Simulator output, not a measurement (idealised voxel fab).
Process module under the name voxel gate over fins
Each square cell in cross-section cut measures 5 nm, and the section as a whole is 155 nm wide.
How to read a cross-section here: the picture is a grid of square cells, written as bands going from the top down, and any band can span one or more rows of cells.
It is stipulated that each band's entry specify, in nanometres, the height of the top of the band and then that of its bottom, followed by the materials of the band in left-to-right sequence, each together with its width in nanometres. A single material marked by the word "full width" is understood to fill the band from edge to edge; the word "air" is understood to denote empty space.
Heads up on the height convention: 0 is the point under which the incoming wafer is all one material, and the lowest band has no bottom, it just keeps going down, like "0 down".
Per-row width for "30->40": begins at first number (top row of band), ends at second number (bottom row), increment between rows held constant.
It should be understood that the words "nothing got changed", when stated for a given step, signify that the cross-section underwent no change in any of its cells during that step.
Basically, "Voids, enclosed" tells you about the enclosed voids: empty spaces with no open way to the top, 8 cells or bigger, each written width x height at distance, where distance is from the left edge, all in nm.
That trailing text on a step's line, after the settings, is the simulator's own remark on the step.
What "overlay nm" on a step's line means: if the step has a mask, that mask lay this far to the right of its planned place, or, when the value is negative, to the left.
The process steps that were planned are listed below
1,RECEIVE,material Si
2,CONFORMAL_DEP,material SiN,thk nm 10
3,MASKED_ETCH,tone cover,mask id FINS,width nm 15,pitch nm 40,etch materials SiN,depth nm 10,overlay nm 0
4,MASKED_ETCH,tone cover,mask id FINS,width nm 15,pitch nm 40,etch materials Si,depth nm 40,overlay nm 0
5,OXIDIZE,depth nm 5
6,FILL_DEP,material SiO2,thk nm 10
7,CMP,height nm 10
8,SELECTIVE_ETCH,etch materials SiO2,depth nm 25
9,STRIP,etch materials SiN
10,CONFORMAL_DEP,material HfO2,thk nm 5
11,CONFORMAL_DEP,material TiN,thk nm 5
12,CONFORMAL_DEP,material TiAl,thk nm 5
13,CONFORMAL_DEP,material TiN,thk nm 5
14,FILL_DEP,material W,thk nm 10
15,CMP,height nm 25
16,CONFORMAL_DEP,material SiCN,thk nm 5
All wafers enter the flow in the same state. The width nm at step 3 differs from wafer to wafer, and the plan gives the value for the first wafer.
As-received cross-section, first of several wafers, post step 1
0 down = Si full width
Voids, enclosed: none
Quick key for the table: a row per wafer, taken at the end of the module. For each material it tells you how many cells the wafer gained (+) or lost (-) since it came in, and the closed voids come after
width nm 15, +43 HfO2, -261 Si, +31 SiCN, +174 SiO2, +43 TiAl, +83 TiN, +73 W, Voids, enclosed: none
width nm 20, +43 HfO2, -243 Si, +31 SiCN, +162 SiO2, +43 TiAl, +80 TiN, +70 W, Voids, enclosed: none
width nm 25, +43 HfO2, -225 Si, +31 SiCN, +150 SiO2, +40 TiAl, +80 TiN, +67 W, Voids, enclosed: none
